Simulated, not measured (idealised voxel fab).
process module | voxel self aligned contacts
cross-section cut | 145 nm wide | cells 5 nm
A cross-section is a grid of square cells, given in bands from the top down. A band is one or more rows of cells.
Each band's line starts with the height of the band's top and of its bottom, in nm. Then come its materials from left to right, each with its width in nm. One material with "throughout" fills the band from edge to edge. "air" is empty space.
Height 0 is the level under which the wafer as received is all one material. The lowest band goes on downwards, as in "0 down".
A width such as "30 to 40" changes by the same amount from each row of cells to the next, from the band's top row to its bottom row.
"no change" after a step means that no cell of the cross-section changed.
closed voids: empty space of 8 cells or more with no open way to the top, each as width x height at its distance from the left edge, in nm
after a step's settings: what the simulator itself notes on the step
overlay nm, on a step with a mask: how far to the right of its planned place the mask lay; to the left if negative
plan
1 op RECEIVE | material Si
2 op OXIDIZE | depth nm 5
3 op DIRECTIONAL_DEP | material polySi | thk nm 20
4 op DIRECTIONAL_DEP | material SiN | thk nm 15
5 op DIRECTIONAL_DEP | material aC | thk nm 10
6 op PATTERN | tone cover | mask id GATE | material resist | width nm 35 | pitch nm 60 | thk nm 30 | overlay nm 0
7 op DIRECTIONAL_ETCH | etch materials aC | depth nm 10
8 op STRIP | etch materials resist
9 op DIRECTIONAL_ETCH | etch materials SiN | depth nm 15
10 op DIRECTIONAL_ETCH | etch materials polySi | depth nm 20
11 op STRIP | etch materials aC
12 op CONFORMAL_DEP | material SiN | thk nm 5
13 op DIRECTIONAL_ETCH | etch materials SiN | depth nm 5
14 op FILL_DEP | material SiO2 | thk nm 15
15 op CMP | height nm 40
16 op MASKED_ETCH | tone open | mask id CONTACT | width nm 35 | etch materials SiO2 | depth nm 45 | overlay nm 0
17 op CONFORMAL_DEP | material TiN | thk nm 5
18 op FILL_DEP | material Ru | thk nm 5
19 op CMP | height nm 40
20 op CONFORMAL_DEP | material SiN | thk nm 5
as received, after step 1
  0 down: Si throughout
  closed voids: none
first wafer at the end, as planned
  45 to 40: SiN throughout
  40 to 35: SiO2 55 | TiN 15 | Ru 5 | TiN 15 | SiO2 55
  35 to 20: SiO2 20 | SiN 45 | TiN 5 | Ru 5 | TiN 5 | SiN 45 | SiO2 20
  20 to 0: SiO2 20 | SiN 5 | polySi 35 | SiN 5 | TiN 5 | Ru 5 | TiN 5 | SiN 5 | polySi 35 | SiN 5 | SiO2 20
  0 to -5: SiO2 65 | TiN 15 | SiO2 65
  -5 down: Si throughout
  closed voids: none
second wafer at the end: like start, like plan, one mistake
  45 to 40: SiN throughout
  40 to 30: SiO2 55 | TiN 5 to 10 | Ru 25 to 15 | TiN 5 to 10 | SiO2 55
  30 to 20: SiO2 25 | SiN 35 | TiN 5 | Ru 15 | TiN 5 | SiN 35 | SiO2 25
  20 to 0: SiO2 25 | polySi 35 | TiN 5 | Ru 15 | TiN 5 | polySi 35 | SiO2 25
  0 to -5: SiO2 60 | TiN 25 | SiO2 60
  -5 down: Si throughout
  closed voids: none
what went wrong: step 12 was left out
at the end the second wafer has, in cells: 18 more of Ru | 42 fewer of SiN | 24 more of SiO2
